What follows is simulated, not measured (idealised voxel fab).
You're looking at the process module voxel transistor to metal.
The cross-section shown here is cut; it is 275 nm wide and divided into square cells measuring 5 nm on a side.
In this document a cross-section is written as a grid of square cells. It is given as a series of bands, listed from the top down, and a band is one or more rows of cells.
What a band's entry tells you: where the top is and where the bottom is, as heights in nm, and after that what lies inside, material by material from left to right, each with its width in nm. Empty space is written as the word "blank", and a single material marked with the word "edge to edge" occupies the band from edge to edge.
Height datum 0, below which the as-received substrate wafer is one material. Lowest band open at the bottom, running downward: "0 -> down".
The width entry "30..40" should be interpreted row by row: the top row of cells in the band takes the first number, the bottom row takes the second number, and the change between adjacent rows is uniform throughout.
You'll sometimes find "no alterations made" written for a step, and that's the way of saying that nowhere in the cross-section did a cell change during that step.
Closed-off voids of 8+ cells (no open route to the top) go in "Enclosed voids", written width x height at distance from the left edge, in nm.
Post-settings text on a step line: simulator's own remark regarding the step.
What "overlay nm" on a step's line means: if the step has a mask, that mask lay this far to the right of its planned place, or, when the value is negative, to the left.

[Intended process steps]
- 1: RECEIVE: material Si
- 2: CONFORMAL_DEP: material SiO2, thk nm 5
- 3: CONFORMAL_DEP: material SiN, thk nm 10
- 4: DIRECTIONAL_DEP: material aC, thk nm 15
- 5: PATTERN: tone cover, mask id ACTIVE, material resist, width nm 85, pitch nm 110, thk nm 35, overlay nm 0
- 6: DIRECTIONAL_ETCH: etch materials aC, depth nm 15
- 7: STRIP: etch materials resist
- 8: DIRECTIONAL_ETCH: etch materials SiN, depth nm 10
- 9: DIRECTIONAL_ETCH: etch materials SiO2, depth nm 5
- 10: DIRECTIONAL_ETCH: etch materials Si, depth nm 25
- 11: STRIP: etch materials aC
- 12: FILL_DEP: material SiO2, thk nm 5
- 13: CMP: height nm 15
- 14: SELECTIVE_ETCH: etch materials SiO2, depth nm 5
- 15: STRIP: etch materials SiN
- 16: SELECTIVE_ETCH: etch materials SiO2, depth nm 5
- 17: OXIDIZE: depth nm 5
- 18: DIRECTIONAL_DEP: material polySi, thk nm 30
- 19: DIRECTIONAL_DEP: material SiCN, thk nm 10
- 20: MASKED_ETCH: tone cover, mask id GATE, width nm 15, pitch nm 110, etch materials SiCN, depth nm 20, overlay nm 0
- 21: MASKED_ETCH: tone cover, mask id GATE, width nm 15, pitch nm 110, etch materials polySi, depth nm 40, overlay nm 0
- 22: CONFORMAL_DEP: material SiN, thk nm 10
- 23: DIRECTIONAL_ETCH: etch materials SiN, depth nm 10
- 24: DIRECTIONAL_ETCH: etch materials SiO2, depth nm 5
- 25: DIRECTIONAL_ETCH: etch materials Si, depth nm 15
- 26: EPI: material nSi, thk nm 20
- 27: FILL_DEP: material SiO2, thk nm 10
- 28: CMP: height nm 40
- 29: DIRECTIONAL_DEP: material SiO2, thk nm 15
- 30: PATTERN: tone open, mask id CONTACT, material resist, width nm 25, thk nm 20, overlay nm 0
- 31: DIRECTIONAL_ETCH: etch materials SiO2, depth nm 40
- 32: STRIP: etch materials resist
- 33: CONFORMAL_DEP: material TiN, thk nm 5
- 34: FILL_DEP: material W, thk nm 5
- 35: CMP: height nm 55
- 36: DIRECTIONAL_DEP: material TiN, thk nm 5
- 37: DIRECTIONAL_DEP: material Ru, thk nm 25
- 38: MASKED_ETCH: tone cover, mask id METAL_1, width nm 15, etch materials Ru, depth nm 25, overlay nm 0
- 39: MASKED_ETCH: tone cover, mask id METAL_1, width nm 15, etch materials TiN, depth nm 5, overlay nm 0
- 40: CONFORMAL_DEP: material SiCN, thk nm 5
- 41: FILL_DEP: material SiO2, thk nm 5
- 42: CMP: height nm 85
- 43: CONFORMAL_DEP: material SiCN, thk nm 5
- 44: DIRECTIONAL_DEP: material SiO2, thk nm 30
- 45: DIRECTIONAL_DEP: material aC, thk nm 15
- 46: PATTERN: tone open, mask id METAL_2, material resist, width nm 15, pitch nm 110, thk nm 30, overlay nm 0
- 47: DIRECTIONAL_ETCH: etch materials aC, depth nm 15
- 48: STRIP: etch materials resist
- 49: DIRECTIONAL_ETCH: etch materials SiO2, depth nm 15
- 50: STRIP: etch materials aC
- 51: DIRECTIONAL_DEP: material aC, thk nm 15
- 52: PATTERN: tone open, mask id METAL_2_HOLES, material resist, width nm 15, pitch nm 110, thk nm 35, overlay nm 0
- 53: DIRECTIONAL_ETCH: etch materials aC, depth nm 15
- 54: STRIP: etch materials resist
- 55: DIRECTIONAL_ETCH: etch materials SiO2, depth nm 15
- 56: DIRECTIONAL_ETCH: etch materials SiCN, depth nm 5
- 57: STRIP: etch materials aC
- 58: CONFORMAL_DEP: material TiN, thk nm 5
- 59: FILL_DEP: material Ru, thk nm 5
- 60: CMP: height nm 120
- 61: CONFORMAL_DEP: material SiCN, thk nm 5

[Cross-section of the incoming wafer, state after step 1]
- 0 -> down | Si edge to edge
- Enclosed voids: none

[Cross-section: first of two wafers, module finished, run according to plan]
- 125 -> 120 | SiCN edge to edge
- 120 -> 90 | SiO2 45, TiN 5, Ru 5, TiN 5, SiO2 95, TiN 5, Ru 5, TiN 5, SiO2 105
- 90 -> 85 | SiCN 45, TiN 15, SiCN 95, TiN 15, SiCN 105
- 85 -> 60 | SiO2 40, SiCN 5, Ru 15, SiCN 5, SiO2 35, SiCN 5, Ru 15, SiCN 5, SiO2 25, SiCN 5, Ru 15, SiCN 5, SiO2 35, SiCN 5, Ru 15, SiCN 5, SiO2 40
- 60 -> 55 | SiCN 45, TiN 15, SiCN 45, TiN 15, SiCN 35, TiN 15, SiCN 45, TiN 15, SiCN 45
- 55 -> 45 | SiO2 45, TiN 5, W 15, TiN 5, SiO2 25, TiN 5, W 15, TiN 5, SiO2 35, TiN 5, W 15, TiN 5, SiO2 25, TiN 5, W 15, TiN 5, SiO2 45
- 45 -> 40 | SiO2 45, TiN 5, W 10, TiN 10, SiO2 25, TiN 10, W 10, TiN 5, SiO2 35, TiN 5, W 10, TiN 10, SiO2 25, TiN 10, W 10, TiN 5, SiO2 45
- 40 -> 30 | SiO2 45, TiN 5, W 10, TiN 5, SiN 10, SiCN 15, SiN 10, TiN 5, W 10, TiN 5, SiO2 35, TiN 5, W 10, TiN 5, SiN 10, SiCN 15, SiN 10, TiN 5, W 10, TiN 5, SiO2 45
- 30 -> 20 | SiO2 45, TiN 5, W 10, TiN 5, SiN 10, polySi 15, SiN 10, TiN 5, W 10, TiN 5, SiO2 35, TiN 5, W 10, TiN 5, SiN 10, polySi 15, SiN 10, TiN 5, W 10, TiN 5, SiO2 45
- 20 -> 15 | SiO2 45, TiN 20, SiN 10, polySi 15, SiN 10, TiN 20, SiO2 35, TiN 20, SiN 10, polySi 15, SiN 10, TiN 20, SiO2 45
- 15 -> 5 | SiO2 35, nSi 30, SiN 10, polySi 15, SiN 10, nSi 30, SiO2 15, nSi 30, SiN 10, polySi 15, SiN 10, nSi 30, SiO2 35
- 5 -> 0 | SiO2 35, SiN 10, nSi 20, SiN 10, polySi 15, SiN 10, nSi 20, SiN 10, SiO2 15, SiN 10, nSi 20, SiN 10, polySi 15, SiN 10, nSi 20, SiN 10, SiO2 35
- 0 -> -5 | SiO2 45, nSi 20, SiO2 35, nSi 20, SiO2 35, nSi 20, SiO2 35, nSi 20, SiO2 45
- -5 -> -20 | SiO2 40, Si 5, nSi 20, Si 35, nSi 20, Si 5, SiO2 25, Si 5, nSi 20, Si 35, nSi 20, Si 5, SiO2 40
- -20 -> -25 | SiO2 40, Si 85, SiO2 25, Si 85, SiO2 40
- -25 -> down | Si edge to edge
- Enclosed voids: none

[Second wafer cross-section at end of module - shared start and plan with the first, one mistake in the run]
- 125 -> 120 | SiCN edge to edge
- 120 -> 90 | SiO2 45, aC 5, Ru 5, aC 5, SiO2 95, aC 5, Ru 5, aC 5, SiO2 105
- 90 -> 85 | SiCN 45, aC 15, SiCN 95, aC 15, SiCN 105
- 85 -> 60 | SiO2 40, SiCN 5, Ru 15, SiCN 5, SiO2 35, SiCN 5, Ru 15, SiCN 5, SiO2 25, SiCN 5, Ru 15, SiCN 5, SiO2 35, SiCN 5, Ru 15, SiCN 5, SiO2 40
- 60 -> 55 | SiCN 45, TiN 15, SiCN 45, TiN 15, SiCN 35, TiN 15, SiCN 45, TiN 15, SiCN 45
- 55 -> 45 | SiO2 45, TiN 5, W 15, TiN 5, SiO2 25, TiN 5, W 15, TiN 5, SiO2 35, TiN 5, W 15, TiN 5, SiO2 25, TiN 5, W 15, TiN 5, SiO2 45
- 45 -> 40 | SiO2 45, TiN 5, W 10, TiN 10, SiO2 25, TiN 10, W 10, TiN 5, SiO2 35, TiN 5, W 10, TiN 10, SiO2 25, TiN 10, W 10, TiN 5, SiO2 45
- 40 -> 30 | SiO2 45, TiN 5, W 10, TiN 5, SiN 10, SiCN 15, SiN 10, TiN 5, W 10, TiN 5, SiO2 35, TiN 5, W 10, TiN 5, SiN 10, SiCN 15, SiN 10, TiN 5, W 10, TiN 5, SiO2 45
- 30 -> 20 | SiO2 45, TiN 5, W 10, TiN 5, SiN 10, polySi 15, SiN 10, TiN 5, W 10, TiN 5, SiO2 35, TiN 5, W 10, TiN 5, SiN 10, polySi 15, SiN 10, TiN 5, W 10, TiN 5, SiO2 45
- 20 -> 15 | SiO2 45, TiN 20, SiN 10, polySi 15, SiN 10, TiN 20, SiO2 35, TiN 20, SiN 10, polySi 15, SiN 10, TiN 20, SiO2 45
- 15 -> 5 | SiO2 35, nSi 30, SiN 10, polySi 15, SiN 10, nSi 30, SiO2 15, nSi 30, SiN 10, polySi 15, SiN 10, nSi 30, SiO2 35
- 5 -> 0 | SiO2 35, SiN 10, nSi 20, SiN 10, polySi 15, SiN 10, nSi 20, SiN 10, SiO2 15, SiN 10, nSi 20, SiN 10, polySi 15, SiN 10, nSi 20, SiN 10, SiO2 35
- 0 -> -5 | SiO2 45, nSi 20, SiO2 35, nSi 20, SiO2 35, nSi 20, SiO2 35, nSi 20, SiO2 45
- -5 -> -20 | SiO2 40, Si 5, nSi 20, Si 35, nSi 20, Si 5, SiO2 25, Si 5, nSi 20, Si 35, nSi 20, Si 5, SiO2 40
- -20 -> -25 | SiO2 40, Si 85, SiO2 25, Si 85, SiO2 40
- -25 -> down | Si edge to edge
- Enclosed voids: none
What was done differently from what was planned? rather than as planned, step 58 actually ran as CONFORMAL_DEP: material aC, thk nm 5
Final tally in cells, some materials are higher or lower on the second wafer than on the first: TiN -30; aC +30
